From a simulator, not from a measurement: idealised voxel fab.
voxel transistor to metal: a process module
Section shown: cut. Width: 215 nm. Cell size: 5 nm, square.
Think of the cross-section as a grid of square cells. We describe it in bands, top to bottom, and each band covers one or more rows of those cells. Basically the band line says how high the top is and how high the bottom is, in nm, and then what's in it from left to right, every material with its width in nm. Empty space shows up as "air", and if a single material carries "everywhere" it runs the full band edge to edge. For the purposes of this specification, 0 denotes the height below which the wafer in its as-received condition is composed wholly of one material, and the lowermost band, lacking a lower limit, extends downward without end, as expressed in "top 0, no bottom". Top row gets the first number, bottom row gets the second, and each row in between changes by the same step: that is how a band width like "30 to 40" works. Step marked "no alteration"? Then no cell in the cross-section changed in it. Reported under the label "Unvented voids" are the empty spaces having no open way to the top and comprising 8 cells or more; the notation for each is width x height at distance, in which the distance is measured from the left edge and all three values are in nm. Note: text after step settings on the step line = simulator remark on that step. A step's line can hold "overlay nm"; with a mask on that step, the setting says how far right of the planned place the mask lay, while a negative setting says it lay to the left.

Steps planned for the process
| 1 | RECEIVE | material Si |
| 2 | OXIDIZE | depth nm 5 |
| 3 | CONFORMAL_DEP | material SiN | thk nm 10 |
| 4 | DIRECTIONAL_DEP | material aC | thk nm 10 |
| 5 | PATTERN | tone cover | mask id ACTIVE | material resist | width nm 120 | thk nm 25 | overlay nm 0 |
| 6 | DIRECTIONAL_ETCH | etch materials aC | depth nm 10 |
| 7 | STRIP | etch materials resist |
| 8 | DIRECTIONAL_ETCH | etch materials SiN | depth nm 10 |
| 9 | DIRECTIONAL_ETCH | etch materials SiO2 | depth nm 5 |
| 10 | DIRECTIONAL_ETCH | etch materials Si | depth nm 25 |
| 11 | STRIP | etch materials aC |
| 12 | FILL_DEP | material SiO2 | thk nm 15 |
| 13 | CMP | height nm 10 |
| 14 | SELECTIVE_ETCH | etch materials SiO2 | depth nm 5 |
| 15 | STRIP | etch materials SiN |
| 16 | SELECTIVE_ETCH | etch materials SiO2 | depth nm 5 |
| 17 | OXIDIZE | depth nm 5 |
| 18 | DIRECTIONAL_DEP | material polySi | thk nm 20 |
| 19 | DIRECTIONAL_DEP | material SiCN | thk nm 10 |
| 20 | MASKED_ETCH | tone cover | mask id GATE | width nm 30 | etch materials SiCN | depth nm 20 | overlay nm 0 |
| 21 | MASKED_ETCH | tone cover | mask id GATE | width nm 30 | etch materials polySi | depth nm 30 | overlay nm 0 |
| 22 | CONFORMAL_DEP | material SiO2 | thk nm 5 |
| 23 | DIRECTIONAL_ETCH | etch materials SiO2 | depth nm 5 |
| 24 | CONFORMAL_DEP | material SiN | thk nm 5 |
| 25 | DIRECTIONAL_ETCH | etch materials SiN | depth nm 5 |
| 26 | DIRECTIONAL_ETCH | etch materials SiO2 | depth nm 5 |
| 27 | EPI | material pSi | thk nm 5 |
| 28 | FILL_DEP | material SiO2 | thk nm 10 |
| 29 | CMP | height nm 15 |
| 30 | STRIP | etch materials polySi |
| 31 | SELECTIVE_ETCH | etch materials SiO2 | depth nm 5 |
| 32 | CONFORMAL_DEP | material HfO2 | thk nm 5 |
| 33 | CONFORMAL_DEP | material TiN | thk nm 5 |
| 34 | FILL_DEP | material W | thk nm 10 |
| 35 | CMP | height nm 10 |
| 36 | DIRECTIONAL_DEP | material SiO2 | thk nm 15 |
| 37 | MASKED_ETCH | tone open | mask id CONTACT | width nm 20 | pitch nm 90 | etch materials SiO2 | depth nm 30 | overlay nm 0 |
| 38 | CONFORMAL_DEP | material TiN | thk nm 5 |
| 39 | FILL_DEP | material W | thk nm 10 |
| 40 | CMP | height nm 25 |
| 41 | CONFORMAL_DEP | material SiN | thk nm 5 |
| 42 | DIRECTIONAL_DEP | material SiO2 | thk nm 20 |
| 43 | MASKED_ETCH | tone open | mask id METAL_1 | width nm 20 | pitch nm 90 | etch materials SiO2 | depth nm 20 | overlay nm 0 |
| 44 | MASKED_ETCH | tone open | mask id METAL_1 | width nm 20 | pitch nm 90 | etch materials SiN | depth nm 5 | overlay nm 0 |
| 45 | CONFORMAL_DEP | material TiN | thk nm 5 |
| 46 | FILL_DEP | material Ru | thk nm 5 |
| 47 | CMP | height nm 50 |
| 48 | CONFORMAL_DEP | material SiCN | thk nm 5 |
The wafers in this document start out alike and differ in the depth nm applied at step 25; the plan shows the value used for the first wafer.

The first of several wafers in cross-section, exactly as it reached us after step 1
> top 0, no bottom  Si everywhere
> Unvented voids: none

Here is the cross-section of the first of several wafers at the end of the module, after its last step, step 48
> top 55, bottom 50  SiCN everywhere
> top 50, bottom 30  SiO2 (50); TiN (5); Ru (10); TiN (5); SiO2 (70); TiN (5); Ru (10); TiN (5); SiO2 (55)
> top 30, bottom 25  SiN (50); TiN (20); SiN (70); TiN (20); SiN (55)
> top 25, bottom 10  SiO2 (50); TiN (5); W (10); TiN (5); SiO2 (70); TiN (5); W (10); TiN (5); SiO2 (55)
> top 10, bottom 0  SiO2 (50); TiN (5); W (10); TiN (5); SiO2 (10); SiN (5); HfO2 (5); TiN (5); W (20); TiN (5); HfO2 (5); SiN (5); SiO2 (10); TiN (5); W (10); TiN (5); SiO2 (55)
> top 0, bottom -5  SiO2 (45); SiN (5); TiN (20); SiO2 (10); SiN (5); HfO2 (5); TiN (30); HfO2 (5); SiN (5); SiO2 (10); TiN (20); SiN (5); SiO2 (50)
> top -5, bottom -10  SiO2 (50); pSi (30); SiO2 (5); HfO2 (40); SiO2 (5); pSi (30); SiO2 (55)
> top -10, bottom -30  SiO2 (45); Si (120); SiO2 (50)
> top -30, no bottom  Si everywhere
> Unvented voids: none

Cross-section of the last wafer at end of module
> top 55, bottom 50  SiCN everywhere
> top 50, bottom 30  SiO2 (50); TiN (5); Ru (10); TiN (5); SiO2 (70); TiN (5); Ru (10); TiN (5); SiO2 (55)
> top 30, bottom 25  SiN (50); TiN (20); SiN (70); TiN (20); SiN (55)
> top 25, bottom 10  SiO2 (50); TiN (5); W (10); TiN (5); SiO2 (70); TiN (5); W (10); TiN (5); SiO2 (55)
> top 10, bottom 0  SiO2 (50); TiN (5); W (10); TiN (5); SiO2 (10); SiN (5); HfO2 (5); TiN (5); W (20); TiN (5); HfO2 (5); SiN (5); SiO2 (10); TiN (5); W (10); TiN (5); SiO2 (55)
> top 0, bottom -5  SiO2 (50); TiN (20); SiO2 (10); SiN (5); HfO2 (5); TiN (30); HfO2 (5); SiN (5); SiO2 (10); TiN (20); SiO2 (55)
> top -5, bottom -10  SiO2 (45); pSi (35); SiO2 (5); HfO2 (40); SiO2 (5); pSi (35); SiO2 (50)
> top -10, bottom -30  SiO2 (45); Si (120); SiO2 (50)
> top -30, no bottom  Si everywhere
> Unvented voids: none

Wafer rows, end of module: cells per material gained (+) or lost (-) since receipt; closed voids last
depth nm 5; +14 HfO2; +16 Ru; -162 Si; +43 SiCN; +43 SiN; +417 SiO2; +62 TiN; +28 W; +12 pSi; Unvented voids: none
depth nm 10; +14 HfO2; +16 Ru; -162 Si; +43 SiCN; +41 SiN; +417 SiO2; +62 TiN; +28 W; +14 pSi; Unvented voids: none
depth nm 15; +14 HfO2; +16 Ru; -162 Si; +43 SiCN; +41 SiN; +417 SiO2; +62 TiN; +28 W; +14 pSi; Unvented voids: none
depth nm 20; +14 HfO2; +16 Ru; -162 Si; +43 SiCN; +41 SiN; +417 SiO2; +62 TiN; +28 W; +14 pSi; Unvented voids: none
